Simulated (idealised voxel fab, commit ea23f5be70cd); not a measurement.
Name of the process module below: voxel wiring stack
The cross-section on display is named cut; it measures 215 nm wide, and its cells are 5 nm squares.
A cross-section is a grid of square cells, given in bands from the top down. A band is one or more rows of cells. Read a band's entry like this: the first values are the height of its top and the height of its bottom in nm, and what follows is the sequence of materials from left to right, each with its width in nm. Note that "air" is empty space, and that a single material marked "all across" reaches across the band from edge to edge. Counting heights begins at 0, where everything beneath is, in the wafer as received, one material. The lowest band has no bottom; it goes on downwards, as "0 -> down" shows. It should be noted that a width expressed as "30 to 40" varies in equal increments from row to row of cells within the band, taking the value of the first number at the top row and that of the second number at the bottom row. "no change" (step): cross-section cells unchanged, all of them. In the "Trapped void list" entry, you get each enclosed empty space of 8 cells or more, one with no open way to the top, written width x height at distance, distance from the left edge, in nm. Whatever follows a step's settings on its line is a remark the simulator itself makes about that step. A step's line can hold "overlay nm"; with a mask on that step, the setting says how far right of the planned place the mask lay, while a negative setting says it lay to the left.

# The following list gives the planned process steps
1) RECEIVE, material Si
2) CONFORMAL_DEP, material SiO2, thk nm 15
3) DIRECTIONAL_DEP, material TiN, thk nm 5
4) DIRECTIONAL_DEP, material Ru, thk nm 20
5) PATTERN, tone cover, mask id METAL_1, material resist, width nm 20, pitch nm 45, thk nm 15, overlay nm 0
6) DIRECTIONAL_ETCH, etch materials Ru, depth nm 20
7) DIRECTIONAL_ETCH, etch materials TiN, depth nm 5
8) STRIP, etch materials resist
9) FILL_DEP, material lowk, thk nm 5
10) CMP, height nm 40
11) CONFORMAL_DEP, material SiCN, thk nm 5
12) DIRECTIONAL_DEP, material SiO2, thk nm 35
13) PATTERN, tone open, mask id METAL_2, material resist, width nm 20, pitch nm 45, thk nm 20, overlay nm 0
14) DIRECTIONAL_ETCH, etch materials SiO2, depth nm 20
15) STRIP, etch materials resist
16) DIRECTIONAL_DEP, material aC, thk nm 15
17) PATTERN, tone open, mask id METAL_2_HOLES, material resist, width nm 15, pitch nm 90, thk nm 35, overlay nm -15
18) DIRECTIONAL_ETCH, etch materials aC, depth nm 15
19) STRIP, etch materials resist
20) DIRECTIONAL_ETCH, etch materials SiO2, depth nm 15
21) DIRECTIONAL_ETCH, etch materials SiCN, depth nm 5
22) STRIP, etch materials aC
23) CONFORMAL_DEP, material TiN, thk nm 5
24) FILL_DEP, material Cu, thk nm 5
25) CMP, height nm 80
26) CONFORMAL_DEP, material SiN, thk nm 5
Split variable: overlay nm, step 17. Plan value = first wafer. Wafers start alike.

# Here's the first of the wafers in cross-section, just as we got it, i.e. after step 1
- 0 -> down  Si all across
- Trapped void list: none

# Table: wafers, a row each; end-of-module cell change per material since receipt, gain (+), loss (-); then closed voids
overlay nm -15; +36 Cu; +64 Ru; +43 SiCN; +43 SiN; +348 SiO2; +62 TiN; +135 lowk; Trapped void list: none
overlay nm -10; +32 Cu; +64 Ru; +41 SiCN; +43 SiN; +348 SiO2; +68 TiN; +135 lowk; Trapped void list: none
overlay nm -5; +28 Cu; +64 Ru; +39 SiCN; +43 SiN; +348 SiO2; +74 TiN; +135 lowk; Trapped void list: none
overlay nm 0; +32 Cu; +64 Ru; +37 SiCN; +43 SiN; +348 SiO2; +72 TiN; +135 lowk; Trapped void list: none
overlay nm 5; +32 Cu; +64 Ru; +37 SiCN; +43 SiN; +348 SiO2; +72 TiN; +135 lowk; Trapped void list: none
overlay nm 10; +28 Cu; +64 Ru; +39 SiCN; +43 SiN; +348 SiO2; +74 TiN; +135 lowk; Trapped void list: none
overlay nm 15; +32 Cu; +64 Ru; +41 SiCN; +43 SiN; +348 SiO2; +68 TiN; +135 lowk; Trapped void list: none
